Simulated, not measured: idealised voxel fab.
process module | voxel wiring stack
cross-section cut | 245 nm wide | cells 5 nm
A cross-section is a grid of square cells, given in bands from the top down. A band is one or more rows of cells.
Each band's line starts with the height of the band's top and of its bottom, in nm. Then come its materials from left to right, each with its width in nm. One material with "throughout" fills the band from edge to edge. "air" is empty space.
Height 0 is the level under which the wafer as received is all one material. The lowest band goes on downwards, as in "0 down".
A width such as "30 to 40" changes by the same amount from each row of cells to the next, from the band's top row to its bottom row.
"no change" after a step means that no cell of the cross-section changed.
closed voids: empty space of 8 cells or more with no open way to the top, each as width x height at its distance from the left edge, in nm
after a step's settings: what the simulator itself notes on the step
overlay nm, on a step with a mask: how far to the right of its planned place the mask lay; to the left if negative
plan
1 op RECEIVE | material Si
2 op CONFORMAL_DEP | material SiO2 | thk nm 15
3 op DIRECTIONAL_DEP | material TiN | thk nm 5
4 op DIRECTIONAL_DEP | material Ru | thk nm 15
5 op DIRECTIONAL_DEP | material aC | thk nm 15
6 op PATTERN | tone cover | mask id METAL_1 | material resist | width nm 30 | pitch nm 50 | thk nm 30 | overlay nm 0
7 op DIRECTIONAL_ETCH | etch materials aC | depth nm 15
8 op STRIP | etch materials resist
9 op DIRECTIONAL_ETCH | etch materials Ru | depth nm 15
10 op DIRECTIONAL_ETCH | etch materials TiN | depth nm 5
11 op STRIP | etch materials aC
12 op FILL_DEP | material SiO2 | thk nm 5
13 op CMP | height nm 35
14 op CONFORMAL_DEP | material SiCN | thk nm 5
15 op DIRECTIONAL_DEP | material lowk | thk nm 30
16 op PATTERN | tone open | mask id METAL_2 | material resist | width nm 30 | pitch nm 50 | thk nm 15 | overlay nm 0
17 op DIRECTIONAL_ETCH | etch materials lowk | depth nm 15
18 op STRIP | etch materials resist
19 op PATTERN | tone open | mask id METAL_2_HOLES | material resist | width nm 15 | pitch nm 50 | thk nm 15 | overlay nm 0
20 op DIRECTIONAL_ETCH | etch materials lowk | depth nm 15
21 op DIRECTIONAL_ETCH | etch materials SiCN | depth nm 5
22 op STRIP | etch materials resist
23 op CONFORMAL_DEP | material TiN | thk nm 5
24 op FILL_DEP | material Cu | thk nm 10
25 op CMP | height nm 70
26 op CONFORMAL_DEP | material SiCN | thk nm 5
27 op DIRECTIONAL_DEP | material lowk | thk nm 30
28 op PATTERN | tone open | mask id METAL_3 | material resist | width nm 30 | pitch nm 50 | thk nm 20 | overlay nm 0
29 op DIRECTIONAL_ETCH | etch materials lowk | depth nm 15
30 op STRIP | etch materials resist
31 op PATTERN | tone open | mask id METAL_3_HOLES | material resist | width nm 15 | thk nm 15 | overlay nm 0
32 op DIRECTIONAL_ETCH | etch materials lowk | depth nm 15
33 op DIRECTIONAL_ETCH | etch materials SiCN | depth nm 5
34 op STRIP | etch materials resist
35 op CONFORMAL_DEP | material TiN | thk nm 5
36 op FILL_DEP | material Cu | thk nm 10
37 op CMP | height nm 105
38 op CONFORMAL_DEP | material SiN | thk nm 5
as received, after step 1
  0 down: Si throughout
  closed voids: none
first wafer at the end, as planned
  110 to 105: SiN throughout
  105 to 95: lowk 80 | TiN 5 | Cu 20 | TiN 5 | lowk 20 | TiN 5 | Cu 20 | TiN 5 | lowk 85
  95 to 90: lowk 80 | TiN 5 | Cu 5 | TiN 20 | lowk 20 | TiN 30 | lowk 85
  90 to 75: lowk 80 | TiN 5 | Cu 5 | TiN 5 | lowk 150
  75 to 70: SiCN 80 | TiN 15 | SiCN 150
  70 to 60: lowk 80 | TiN 5 | Cu 20 | TiN 5 | lowk 20 | TiN 5 | Cu 20 | TiN 5 | lowk 85
  60 to 55: lowk 80 | TiN 5 | Cu 5 | TiN 20 | lowk 20 | TiN 5 | Cu 5 | TiN 20 | lowk 85
  55 to 40: lowk 80 | TiN 5 | Cu 5 | TiN 5 | lowk 35 | TiN 5 | Cu 5 | TiN 5 | lowk 100
  40 to 35: SiCN 80 | TiN 15 | SiCN 35 | TiN 15 | SiCN 100
  35 to 20: SiO2 80 | Ru 30 | SiO2 20 | Ru 30 | SiO2 85
  20 to 15: SiO2 80 | TiN 30 | SiO2 20 | TiN 30 | SiO2 85
  15 to 0: SiO2 throughout
  0 down: Si throughout
  closed voids: none
second wafer at the end: like start, like plan, one mistake
  110 to 105: SiN throughout
  105 to 95: lowk 80 | TiN 5 | Cu 20 | TiN 5 | lowk 20 | TiN 5 | Cu 20 | TiN 5 | lowk 85
  95 to 90: lowk 80 | TiN 5 | Cu 5 | TiN 20 | lowk 20 | TiN 30 | lowk 85
  90 to 75: lowk 80 | TiN 5 | Cu 5 | TiN 5 | lowk 150
  75 to 70: SiCN 80 | TiN 15 | SiCN 150
  70 to 60: lowk 80 | TiN 5 | Cu 25 | TiN 5 | lowk 15 | TiN 5 | Cu 25 | TiN 5 | lowk 80
  60 to 55: lowk 80 | TiN 5 | Cu 5 | TiN 25 | lowk 15 | TiN 5 | Cu 5 | TiN 25 | lowk 80
  55 to 40: lowk 80 | TiN 5 | Cu 5 | TiN 5 | lowk 35 | TiN 5 | Cu 5 | TiN 5 | lowk 100
  40 to 35: SiCN 80 | TiN 15 | SiCN 35 | TiN 15 | SiCN 100
  35 to 20: SiO2 80 | Ru 30 | SiO2 20 | Ru 30 | SiO2 85
  20 to 15: SiO2 80 | TiN 30 | SiO2 20 | TiN 30 | SiO2 85
  15 to 0: SiO2 throughout
  0 down: Si throughout
  closed voids: none
what went wrong: step 16 ran as: op PATTERN | tone open | mask id METAL_2 | material resist | width nm 35 | pitch nm 50 | thk nm 15 | overlay nm 0
at the end the second wafer has, in cells: 4 more of Cu | 2 more of TiN | 6 fewer of lowk
